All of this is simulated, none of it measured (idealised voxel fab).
Process module, titled voxel gate over fins
Cross-section cut: width 265 nm, square cells of 5 nm.
In what follows, cross-sections appear as grids of square cells, described through bands that run from the top down, where every band is one or more rows of cells. This entry defines a band. It first specifies the height of the band's top and the height of its bottom in nm, and then specifies the band's materials from left to right, stating each material with its width in nm. The word "throughout" identifies a single material that fills the band from edge to edge, while the word "air" identifies empty space. Convention: height 0 is the level below which the wafer, as received, is all one material. The lowest band does not terminate at the bottom but continues downward, represented as "0 nm and below". A width such as "30->40" changes by the same amount from each row of cells to the next, from the band's top row to its bottom row. Reading "no change occurred" for a step: not a cell of the cross-section changed in it. Entry "Enclosed empty spaces" = empty spaces >= 8 cells with no open way to the top; each as width x height at distance, distance from left edge, all nm. Step line, after settings: the simulator's comment on this step. A step's line can hold "overlay nm"; with a mask on that step, the setting says how far right of the planned place the mask lay, while a negative setting says it lay to the left.
# So here's the lineup of process steps we planned
1 RECEIVE,material Si
2 CONFORMAL_DEP,material SiN,thk nm 10
3 MASKED_ETCH,tone cover,mask id FINS,width nm 15,pitch nm 60,etch materials SiN,depth nm 10,overlay nm 0
4 MASKED_ETCH,tone cover,mask id FINS,width nm 15,pitch nm 60,etch materials Si,depth nm 40,overlay nm 0
5 OXIDIZE,depth nm 5
6 FILL_DEP,material SiO2,thk nm 5
7 CMP,height nm 10
8 MASKED_ETCH,tone open,mask id RAIL,width nm 15,etch materials SiO2,depth nm 45,overlay nm 0
9 CONFORMAL_DEP,material TiN,thk nm 5
10 FILL_DEP,material Ru,thk nm 10
11 CMP,height nm 10
12 SELECTIVE_ETCH,etch materials W Ru TiN,depth nm 30
13 FILL_DEP,material SiO2,thk nm 5
14 CMP,height nm 10
15 SELECTIVE_ETCH,etch materials SiO2,depth nm 20
16 STRIP,etch materials SiN
17 CONFORMAL_DEP,material HfO2,thk nm 5
18 CONFORMAL_DEP,material TiN,thk nm 5
19 CONFORMAL_DEP,material TiAl,thk nm 5
20 CONFORMAL_DEP,material TiN,thk nm 5
21 FILL_DEP,material W,thk nm 10
22 CMP,height nm 25
23 CONFORMAL_DEP,material SiCN,thk nm 10
# Shown in cross-section is the wafer as received, that is, as it stands after step 1
* 0 nm and below: Si throughout
* Enclosed empty spaces: none
# a wafer at the end: this start, this plan, one mistake
* 35 nm to 25 nm: SiCN throughout
* 25 nm to 20 nm: W throughout
* 20 nm to 15 nm: W (20) | TiN (45) | W (15) | TiN (45) | W (15) | TiN (45) | W (15) | TiN (45) | W (20)
* 15 nm to 10 nm: W (15) | TiN (10) | TiAl (35) | TiN (10) | W (5) | TiN (10) | TiAl (35) | TiN (10) | W (5) | TiN (10) | TiAl (35) | TiN (10) | W (5) | TiN (10) | TiAl (35) | TiN (10) | W (15)
* 10 nm to 5 nm: TiN (20) | TiAl (10) | TiN (25) | TiAl (10) | TiN (15) | TiAl (10) | TiN (25) | TiAl (10) | TiN (15) | TiAl (10) | TiN (25) | TiAl (10) | TiN (15) | TiAl (10) | TiN (25) | TiAl (10) | TiN (20)
* 5 nm to 0 nm: TiAl (25) | TiN (10) | HfO2 (15) | TiN (10) | TiAl (25) | TiN (10) | HfO2 (15) | TiN (10) | TiAl (25) | TiN (10) | HfO2 (15) | TiN (10) | TiAl (25) | TiN (10) | HfO2 (15) | TiN (10) | TiAl (25)
* 0 nm to -5 nm: TiN (30) | HfO2 (10) | Si (5) | HfO2 (10) | TiN (35) | HfO2 (10) | Si (5) | HfO2 (10) | TiN (35) | HfO2 (10) | Si (5) | HfO2 (10) | TiN (35) | HfO2 (10) | Si (5) | HfO2 (10) | TiN (30)
* -5 nm to -10 nm: HfO2 (35) | Si (15) | HfO2 (45) | Si (15) | HfO2 (45) | Si (15) | HfO2 (45) | Si (15) | HfO2 (35)
* -10 nm to -20 nm: SiO2 (35) | Si (15) | SiO2 (45) | Si (15) | SiO2 (45) | Si (15) | SiO2 (45) | Si (15) | SiO2 (35)
* -20 nm to -30 nm: SiO2 (35) | Si (15) | SiO2 (15) | TiN (5) | Ru (5) | TiN (5) | SiO2 (15) | Si (15) | SiO2 (45) | Si (15) | SiO2 (45) | Si (15) | SiO2 (35)
* -30 nm to -35 nm: SiO2 (35) | Si (15) | SiO2 (15) | TiN (15) | SiO2 (15) | Si (15) | SiO2 (45) | Si (15) | SiO2 (45) | Si (15) | SiO2 (35)
* -35 nm to -45 nm: SiO2 (35) | Si (15) | SiO2 (45) | Si (15) | SiO2 (45) | Si (15) | SiO2 (45) | Si (15) | SiO2 (35)
* -45 nm and below: Si throughout
* Enclosed empty spaces: none
In executing the process, a mistake was made relative to the plan: contrary to plan, step 4 was performed as MASKED_ETCH,tone cover,mask id FINS,width nm 25,pitch nm 60,etch materials Si,depth nm 40,overlay nm 0
